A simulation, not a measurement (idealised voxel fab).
voxel wiring stack: a process module
The cross-section shown here is cut; it is 265 nm wide and divided into square cells measuring 5 nm on a side.
Heads up, the way a cross-section reads in here is a grid of square cells, handed over as bands from the top down, with every band being one or more rows of cells. Top height, bottom height, nm. Materials left to right, width each, nm. Single material + "edge to edge" = fills band edge to edge. "blank" = empty. A quick word on heights: they are counted from 0, and under that level the wafer as it came to us is one material throughout. The lowest band is different from the rest in having no bottom; it simply continues downward, written as in "0 down". Note: "30->40" means the width goes from the first number (top row of the band) to the second number (bottom row) in equal steps per row of cells. "no change occurred" (step): cross-section cells unchanged, all of them. Heads up: "Closed cavity list" only lists the empty pockets with no open path to the top that are 8 cells or more, and it writes them as width x height at distance, distance from the left edge, in nm. Read whatever lies past the settings on a step's line as the simulator's own remark about the step. A step line may carry the setting "overlay nm", which, for steps involving a mask, states the distance by which the mask lay to the right of its intended position; negative values denote displacement to the left.
These are the steps we planned for the process:
- 1: RECEIVE,material Si
- 2: CONFORMAL_DEP,material SiO2,thk nm 15
- 3: CONFORMAL_DEP,material SiN,thk nm 5
- 4: DIRECTIONAL_DEP,material lowk,thk nm 25
- 5: DIRECTIONAL_DEP,material aC,thk nm 10
- 6: PATTERN,tone open,mask id METAL_1,material resist,width nm 25,pitch nm 45,thk nm 25,overlay nm 0
- 7: DIRECTIONAL_ETCH,etch materials aC,depth nm 10
- 8: STRIP,etch materials resist
- 9: DIRECTIONAL_ETCH,etch materials lowk,depth nm 25
- 10: DIRECTIONAL_ETCH,etch materials SiN,depth nm 5
- 11: STRIP,etch materials aC
- 12: CONFORMAL_DEP,material TiN,thk nm 5
- 13: FILL_DEP,material Cu,thk nm 10
- 14: CMP,height nm 45
- 15: CONFORMAL_DEP,material SiCN,thk nm 5
- 16: DIRECTIONAL_DEP,material SiO2,thk nm 10
- 17: DIRECTIONAL_DEP,material aC,thk nm 10
- 18: PATTERN,tone open,mask id PLUG_1,material resist,width nm 15,thk nm 25,overlay nm 0
- 19: DIRECTIONAL_ETCH,etch materials aC,depth nm 10
- 20: STRIP,etch materials resist
- 21: DIRECTIONAL_ETCH,etch materials SiO2,depth nm 10
- 22: DIRECTIONAL_ETCH,etch materials SiCN,depth nm 5
- 23: STRIP,etch materials aC
- 24: CONFORMAL_DEP,material TiN,thk nm 5
- 25: FILL_DEP,material Ru,thk nm 10
- 26: CMP,height nm 60
- 27: CONFORMAL_DEP,material SiN,thk nm 5
- 28: DIRECTIONAL_DEP,material SiO2,thk nm 15
- 29: MASKED_ETCH,tone open,mask id METAL_2,width nm 25,pitch nm 45,etch materials SiO2,depth nm 15,overlay nm 0
- 30: MASKED_ETCH,tone open,mask id METAL_2,width nm 25,pitch nm 45,etch materials SiN,depth nm 5,overlay nm 0
- 31: CONFORMAL_DEP,material TiN,thk nm 5
- 32: FILL_DEP,material W,thk nm 10
- 33: CMP,height nm 80
- 34: CONFORMAL_DEP,material SiCN,thk nm 5
- 35: DIRECTIONAL_DEP,material lowk,thk nm 20
- 36: MASKED_ETCH,tone open,mask id PLUG_2,width nm 15,pitch nm 45,etch materials lowk,depth nm 20,overlay nm 0
- 37: MASKED_ETCH,tone open,mask id PLUG_2,width nm 15,pitch nm 45,etch materials SiCN,depth nm 5,overlay nm 0
- 38: CONFORMAL_DEP,material TiN,thk nm 5
- 39: FILL_DEP,material W,thk nm 10
- 40: CMP,height nm 105
- 41: CONFORMAL_DEP,material SiN,thk nm 5
- 42: DIRECTIONAL_DEP,material SiO2,thk nm 20
- 43: DIRECTIONAL_DEP,material aC,thk nm 15
- 44: PATTERN,tone open,mask id METAL_3,material resist,width nm 25,pitch nm 45,thk nm 30,overlay nm 0
- 45: DIRECTIONAL_ETCH,etch materials aC,depth nm 15
- 46: STRIP,etch materials resist
- 47: DIRECTIONAL_ETCH,etch materials SiO2,depth nm 20
- 48: DIRECTIONAL_ETCH,etch materials SiN,depth nm 5
- 49: STRIP,etch materials aC
- 50: CONFORMAL_DEP,material TiN,thk nm 5
- 51: FILL_DEP,material W,thk nm 10
- 52: CMP,height nm 130
- 53: EPI,material Ru,thk nm 5
- 54: FILL_DEP,material SiCN,thk nm 5
The first of the two wafers, which ran as planned:
So this is the incoming wafer in cross-section - it's already been through step 1:
0 down  Si edge to edge
Closed cavity list: none
How the wafer stands in section after step 2:
15 to 0  SiO2 edge to edge
All layers under 0 are left as they were.
How the wafer stands in section after step 3:
20 to 15  SiN edge to edge
All layers under 15 are left as they were.
How the wafer stands in section after step 4:
45 to 20  lowk edge to edge
All layers under 20 are left as they were.
How the wafer stands in section after step 5:
55 to 45  aC edge to edge
All layers under 45 are left as they were.
How the wafer stands in section after step 6:
80 to 55  resist 95 nm | blank 25 nm | resist 20 nm | blank 25 nm | resist 100 nm
All layers under 55 are left as they were.
How the wafer stands in section after step 7:
70 to 55  resist 95 nm | blank 25 nm | resist 20 nm | blank 25 nm | resist 100 nm
55 to 45  aC 95 nm | blank 25 nm | aC 20 nm | blank 25 nm | aC 100 nm
All layers under 45 are left as they were.
How the wafer stands in section after step 8:
55 to 45  aC 95 nm | blank 25 nm | aC 20 nm | blank 25 nm | aC 100 nm
All layers under 45 are left as they were.
How the wafer stands in section after step 9:
55 to 45  aC 95 nm | blank 25 nm | aC 20 nm | blank 25 nm | aC 100 nm
45 to 20  lowk 95 nm | blank 25 nm | lowk 20 nm | blank 25 nm | lowk 100 nm
All layers under 20 are left as they were.
How the wafer stands in section after step 10:
55 to 45  aC 95 nm | blank 25 nm | aC 20 nm | blank 25 nm | aC 100 nm
45 to 20  lowk 95 nm | blank 25 nm | lowk 20 nm | blank 25 nm | lowk 100 nm
20 to 15  SiN 95 nm | blank 25 nm | SiN 20 nm | blank 25 nm | SiN 100 nm
All layers under 15 are left as they were.
How the wafer stands in section after step 11:
45 to 20  lowk 95 nm | blank 25 nm | lowk 20 nm | blank 25 nm | lowk 100 nm
All layers under 20 are left as they were.
How the wafer stands in section after step 12:
50 to 45  TiN 100 nm | blank 15 nm | TiN 30 nm | blank 15 nm | TiN 105 nm
45 to 20  lowk 95 nm | TiN 5 nm | blank 15 nm | TiN 5 nm | lowk 20 nm | TiN 5 nm | blank 15 nm | TiN 5 nm | lowk 100 nm
20 to 15  SiN 95 nm | TiN 25 nm | SiN 20 nm | TiN 25 nm | SiN 100 nm
All layers under 15 are left as they were.
How the wafer stands in section after step 13:
60 to 50  Cu edge to edge
50 to 45  TiN 100 nm | Cu 15 nm | TiN 30 nm | Cu 15 nm | TiN 105 nm
45 to 20  lowk 95 nm | TiN 5 nm | Cu 15 nm | TiN 5 nm | lowk 20 nm | TiN 5 nm | Cu 15 nm | TiN 5 nm | lowk 100 nm
All layers under 20 are left as they were.
How the wafer stands in section after step 14:
45 to 20  lowk 95 nm | TiN 5 nm | Cu 15 nm | TiN 5 nm | lowk 20 nm | TiN 5 nm | Cu 15 nm | TiN 5 nm | lowk 100 nm
All layers under 20 are left as they were.
How the wafer stands in section after step 15:
50 to 45  SiCN edge to edge
All layers under 45 are left as they were.
How the wafer stands in section after step 16:
60 to 50  SiO2 edge to edge
All layers under 50 are left as they were.
How the wafer stands in section after step 17:
70 to 60  aC edge to edge
All layers under 60 are left as they were.
How the wafer stands in section after step 18:
95 to 70  resist 95 nm | blank 15 nm | resist 155 nm
All layers under 70 are left as they were.
How the wafer stands in section after step 19:
85 to 70  resist 95 nm | blank 15 nm | resist 155 nm
70 to 60  aC 95 nm | blank 15 nm | aC 155 nm
All layers under 60 are left as they were.
How the wafer stands in section after step 20:
70 to 60  aC 95 nm | blank 15 nm | aC 155 nm
All layers under 60 are left as they were.
How the wafer stands in section after step 21:
70 to 60  aC 95 nm | blank 15 nm | aC 155 nm
60 to 50  SiO2 95 nm | blank 15 nm | SiO2 155 nm
All layers under 50 are left as they were.
How the wafer stands in section after step 22:
70 to 60  aC 95 nm | blank 15 nm | aC 155 nm
60 to 50  SiO2 95 nm | blank 15 nm | SiO2 155 nm
50 to 45  SiCN 95 nm | blank 15 nm | SiCN 155 nm
All layers under 45 are left as they were.
How the wafer stands in section after step 23:
60 to 50  SiO2 95 nm | blank 15 nm | SiO2 155 nm
All layers under 50 are left as they were.
How the wafer stands in section after step 24:
65 to 60  TiN 100 nm | blank 5 nm | TiN 160 nm
60 to 50  SiO2 95 nm | TiN 5 nm | blank 5 nm | TiN 5 nm | SiO2 155 nm
50 to 45  SiCN 95 nm | TiN 15 nm | SiCN 155 nm
All layers under 45 are left as they were.
How the wafer stands in section after step 25:
75 to 65  Ru edge to edge
65 to 60  TiN 100 nm | Ru 5 nm | TiN 160 nm
60 to 50  SiO2 95 nm | TiN 5 nm | Ru 5 nm | TiN 5 nm | SiO2 155 nm
All layers under 50 are left as they were.
How the wafer stands in section after step 26:
60 to 50  SiO2 95 nm | TiN 5 nm | Ru 5 nm | TiN 5 nm | SiO2 155 nm
All layers under 50 are left as they were.
How the wafer stands in section after step 27:
65 to 60  SiN edge to edge
All layers under 60 are left as they were.
How the wafer stands in section after step 28:
80 to 65  SiO2 edge to edge
All layers under 65 are left as they were.
How the wafer stands in section after step 29:
80 to 65  SiO2 95 nm | blank 25 nm | SiO2 20 nm | blank 25 nm | SiO2 100 nm
All layers under 65 are left as they were.
How the wafer stands in section after step 30:
80 to 65  SiO2 95 nm | blank 25 nm | SiO2 20 nm | blank 25 nm | SiO2 100 nm
65 to 60  SiN 95 nm | blank 25 nm | SiN 20 nm | blank 25 nm | SiN 100 nm
All layers under 60 are left as they were.
How the wafer stands in section after step 31:
85 to 80  TiN 100 nm | blank 15 nm | TiN 30 nm | blank 15 nm | TiN 105 nm
80 to 65  SiO2 95 nm | TiN 5 nm | blank 15 nm | TiN 5 nm | SiO2 20 nm | TiN 5 nm | blank 15 nm | TiN 5 nm | SiO2 100 nm
65 to 60  SiN 95 nm | TiN 25 nm | SiN 20 nm | TiN 25 nm | SiN 100 nm
All layers under 60 are left as they were.
How the wafer stands in section after step 32:
95 to 85  W edge to edge
85 to 80  TiN 100 nm | W 15 nm | TiN 30 nm | W 15 nm | TiN 105 nm
80 to 65  SiO2 95 nm | TiN 5 nm | W 15 nm | TiN 5 nm | SiO2 20 nm | TiN 5 nm | W 15 nm | TiN 5 nm | SiO2 100 nm
All layers under 65 are left as they were.
How the wafer stands in section after step 33:
80 to 65  SiO2 95 nm | TiN 5 nm | W 15 nm | TiN 5 nm | SiO2 20 nm | TiN 5 nm | W 15 nm | TiN 5 nm | SiO2 100 nm
All layers under 65 are left as they were.
How the wafer stands in section after step 34:
85 to 80  SiCN edge to edge
All layers under 80 are left as they were.
How the wafer stands in section after step 35:
105 to 85  lowk edge to edge
All layers under 85 are left as they were.
How the wafer stands in section after step 36:
105 to 85  lowk 95 nm | blank 15 nm | lowk 30 nm | blank 15 nm | lowk 110 nm
All layers under 85 are left as they were.
How the wafer stands in section after step 37:
105 to 85  lowk 95 nm | blank 15 nm | lowk 30 nm | blank 15 nm | lowk 110 nm
85 to 80  SiCN 95 nm | blank 15 nm | SiCN 30 nm | blank 15 nm | SiCN 110 nm
All layers under 80 are left as they were.
How the wafer stands in section after step 38:
110 to 105  TiN 100 nm | blank 5 nm | TiN 40 nm | blank 5 nm | TiN 115 nm
105 to 85  lowk 95 nm | TiN 5 nm | blank 5 nm | TiN 5 nm | lowk 30 nm | TiN 5 nm | blank 5 nm | TiN 5 nm | lowk 110 nm
85 to 80  SiCN 95 nm | TiN 15 nm | SiCN 30 nm | TiN 15 nm | SiCN 110 nm
All layers under 80 are left as they were.
How the wafer stands in section after step 39:
120 to 110  W edge to edge
110 to 105  TiN 100 nm | W 5 nm | TiN 40 nm | W 5 nm | TiN 115 nm
105 to 85  lowk 95 nm | TiN 5 nm | W 5 nm | TiN 5 nm | lowk 30 nm | TiN 5 nm | W 5 nm | TiN 5 nm | lowk 110 nm
All layers under 85 are left as they were.
How the wafer stands in section after step 40:
105 to 85  lowk 95 nm | TiN 5 nm | W 5 nm | TiN 5 nm | lowk 30 nm | TiN 5 nm | W 5 nm | TiN 5 nm | lowk 110 nm
All layers under 85 are left as they were.
How the wafer stands in section after step 41:
110 to 105  SiN edge to edge
All layers under 105 are left as they were.
How the wafer stands in section after step 42:
130 to 110  SiO2 edge to edge
All layers under 110 are left as they were.
How the wafer stands in section after step 43:
145 to 130  aC edge to edge
All layers under 130 are left as they were.
How the wafer stands in section after step 44:
175 to 145  resist 95 nm | blank 25 nm | resist 20 nm | blank 25 nm | resist 100 nm
All layers under 145 are left as they were.
How the wafer stands in section after step 45:
160 to 145  resist 95 nm | blank 25 nm | resist 20 nm | blank 25 nm | resist 100 nm
145 to 130  aC 95 nm | blank 25 nm | aC 20 nm | blank 25 nm | aC 100 nm
All layers under 130 are left as they were.
How the wafer stands in section after step 46:
145 to 130  aC 95 nm | blank 25 nm | aC 20 nm | blank 25 nm | aC 100 nm
All layers under 130 are left as they were.
How the wafer stands in section after step 47:
145 to 130  aC 95 nm | blank 25 nm | aC 20 nm | blank 25 nm | aC 100 nm
130 to 110  SiO2 95 nm | blank 25 nm | SiO2 20 nm | blank 25 nm | SiO2 100 nm
All layers under 110 are left as they were.
How the wafer stands in section after step 48:
145 to 130  aC 95 nm | blank 25 nm | aC 20 nm | blank 25 nm | aC 100 nm
130 to 110  SiO2 95 nm | blank 25 nm | SiO2 20 nm | blank 25 nm | SiO2 100 nm
110 to 105  SiN 95 nm | blank 25 nm | SiN 20 nm | blank 25 nm | SiN 100 nm
All layers under 105 are left as they were.
How the wafer stands in section after step 49:
130 to 110  SiO2 95 nm | blank 25 nm | SiO2 20 nm | blank 25 nm | SiO2 100 nm
All layers under 110 are left as they were.
How the wafer stands in section after step 50:
135 to 130  TiN 100 nm | blank 15 nm | TiN 30 nm | blank 15 nm | TiN 105 nm
130 to 110  SiO2 95 nm | TiN 5 nm | blank 15 nm | TiN 5 nm | SiO2 20 nm | TiN 5 nm | blank 15 nm | TiN 5 nm | SiO2 100 nm
110 to 105  SiN 95 nm | TiN 25 nm | SiN 20 nm | TiN 25 nm | SiN 100 nm
All layers under 105 are left as they were.
How the wafer stands in section after step 51:
145 to 135  W edge to edge
135 to 130  TiN 100 nm | W 15 nm | TiN 30 nm | W 15 nm | TiN 105 nm
130 to 110  SiO2 95 nm | TiN 5 nm | W 15 nm | TiN 5 nm | SiO2 20 nm | TiN 5 nm | W 15 nm | TiN 5 nm | SiO2 100 nm
All layers under 110 are left as they were.
How the wafer stands in section after step 52:
130 to 110  SiO2 95 nm | TiN 5 nm | W 15 nm | TiN 5 nm | SiO2 20 nm | TiN 5 nm | W 15 nm | TiN 5 nm | SiO2 100 nm
All layers under 110 are left as they were.
How the wafer stands in section after step 53:
135 to 130  blank 90 nm | Ru 35 nm | blank 10 nm | Ru 35 nm | blank 95 nm
All layers under 130 are left as they were.
How the wafer stands in section after step 54:
140 to 135  SiCN edge to edge
135 to 130  SiCN 90 nm | Ru 35 nm | SiCN 10 nm | Ru 35 nm | SiCN 95 nm
All layers under 130 are left as they were.
Wafer two. Identical start, identical plan. One mistake in execution. Identical history through step 35:
Cross-section, second wafer, at the end time the plan gives for step 36:
105 to 85  lowk 105 nm | blank 15 nm | lowk 30 nm | blank 15 nm | lowk 100 nm
All layers under 85 are left as they were.
Cross-section, second wafer, at the end time the plan gives for step 37:
105 to 85  lowk 105 nm | blank 15 nm | lowk 30 nm | blank 15 nm | lowk 100 nm
85 to 80  SiCN 105 nm | blank 5 nm | SiCN 40 nm | blank 5 nm | SiCN 110 nm
All layers under 80 are left as they were.
Cross-section, second wafer, at the end time the plan gives for step 38:
110 to 105  TiN 110 nm | blank 5 nm | TiN 40 nm | blank 5 nm | TiN 105 nm
105 to 90  lowk 105 nm | TiN 5 nm | blank 5 nm | TiN 5 nm | lowk 30 nm | TiN 5 nm | blank 5 nm | TiN 5 nm | lowk 100 nm
90 to 85  lowk 105 nm | TiN 15 nm | lowk 30 nm | TiN 15 nm | lowk 100 nm
85 to 80  SiCN 105 nm | TiN 5 nm | SiCN 40 nm | TiN 5 nm | SiCN 110 nm
All layers under 80 are left as they were.
Cross-section, second wafer, at the end time the plan gives for step 39:
120 to 110  W edge to edge
110 to 105  TiN 110 nm | W 5 nm | TiN 40 nm | W 5 nm | TiN 105 nm
105 to 90  lowk 105 nm | TiN 5 nm | W 5 nm | TiN 5 nm | lowk 30 nm | TiN 5 nm | W 5 nm | TiN 5 nm | lowk 100 nm
All layers under 90 are left as they were.
Cross-section, second wafer, at the end time the plan gives for step 40:
105 to 90  lowk 105 nm | TiN 5 nm | W 5 nm | TiN 5 nm | lowk 30 nm | TiN 5 nm | W 5 nm | TiN 5 nm | lowk 100 nm
All layers under 90 are left as they were.
Cross-section, second wafer, at the end time the plan gives for step 41:
110 to 105  SiN edge to edge
All layers under 105 are left as they were.
Cross-section, second wafer, at the end time the plan gives for step 42:
130 to 110  SiO2 edge to edge
All layers under 110 are left as they were.
Cross-section, second wafer, at the end time the plan gives for step 43:
145 to 130  aC edge to edge
All layers under 130 are left as they were.
Cross-section, second wafer, at the end time the plan gives for step 44:
175 to 145  resist 95 nm | blank 25 nm | resist 20 nm | blank 25 nm | resist 100 nm
All layers under 145 are left as they were.
Cross-section, second wafer, at the end time the plan gives for step 45:
160 to 145  resist 95 nm | blank 25 nm | resist 20 nm | blank 25 nm | resist 100 nm
145 to 130  aC 95 nm | blank 25 nm | aC 20 nm | blank 25 nm | aC 100 nm
All layers under 130 are left as they were.
Cross-section, second wafer, at the end time the plan gives for step 46:
145 to 130  aC 95 nm | blank 25 nm | aC 20 nm | blank 25 nm | aC 100 nm
All layers under 130 are left as they were.
Cross-section, second wafer, at the end time the plan gives for step 47:
145 to 130  aC 95 nm | blank 25 nm | aC 20 nm | blank 25 nm | aC 100 nm
130 to 110  SiO2 95 nm | blank 25 nm | SiO2 20 nm | blank 25 nm | SiO2 100 nm
All layers under 110 are left as they were.
Cross-section, second wafer, at the end time the plan gives for step 48:
145 to 130  aC 95 nm | blank 25 nm | aC 20 nm | blank 25 nm | aC 100 nm
130 to 110  SiO2 95 nm | blank 25 nm | SiO2 20 nm | blank 25 nm | SiO2 100 nm
110 to 105  SiN 95 nm | blank 25 nm | SiN 20 nm | blank 25 nm | SiN 100 nm
All layers under 105 are left as they were.
Cross-section, second wafer, at the end time the plan gives for step 49:
130 to 110  SiO2 95 nm | blank 25 nm | SiO2 20 nm | blank 25 nm | SiO2 100 nm
All layers under 110 are left as they were.
Cross-section, second wafer, at the end time the plan gives for step 50:
135 to 130  TiN 100 nm | blank 15 nm | TiN 30 nm | blank 15 nm | TiN 105 nm
130 to 110  SiO2 95 nm | TiN 5 nm | blank 15 nm | TiN 5 nm | SiO2 20 nm | TiN 5 nm | blank 15 nm | TiN 5 nm | SiO2 100 nm
110 to 105  SiN 95 nm | TiN 25 nm | SiN 20 nm | TiN 25 nm | SiN 100 nm
All layers under 105 are left as they were.
Cross-section, second wafer, at the end time the plan gives for step 51:
145 to 135  W edge to edge
135 to 130  TiN 100 nm | W 15 nm | TiN 30 nm | W 15 nm | TiN 105 nm
130 to 110  SiO2 95 nm | TiN 5 nm | W 15 nm | TiN 5 nm | SiO2 20 nm | TiN 5 nm | W 15 nm | TiN 5 nm | SiO2 100 nm
All layers under 110 are left as they were.
Cross-section, second wafer, at the end time the plan gives for step 52:
130 to 110  SiO2 95 nm | TiN 5 nm | W 15 nm | TiN 5 nm | SiO2 20 nm | TiN 5 nm | W 15 nm | TiN 5 nm | SiO2 100 nm
All layers under 110 are left as they were.
Cross-section, second wafer, at the end time the plan gives for step 53:
135 to 130  blank 90 nm | Ru 35 nm | blank 10 nm | Ru 35 nm | blank 95 nm
All layers under 130 are left as they were.
Cross-section, second wafer, at the end time the plan gives for step 54:
140 to 135  SiCN edge to edge
135 to 130  SiCN 90 nm | Ru 35 nm | SiCN 10 nm | Ru 35 nm | SiCN 95 nm
All layers under 130 are left as they were.
It is concluded that the wafer was processed incorrectly with respect to the plan, in that step 36 changed vs plan, executed as MASKED_ETCH,tone open,mask id PLUG_2,width nm 15,pitch nm 45,etch materials lowk,depth nm 20,overlay nm 10
Bottom line after processing is that, in cells, the second wafer is up or down on some materials versus the first: SiCN: 4 more; TiN: 2 fewer; W: 2 fewer
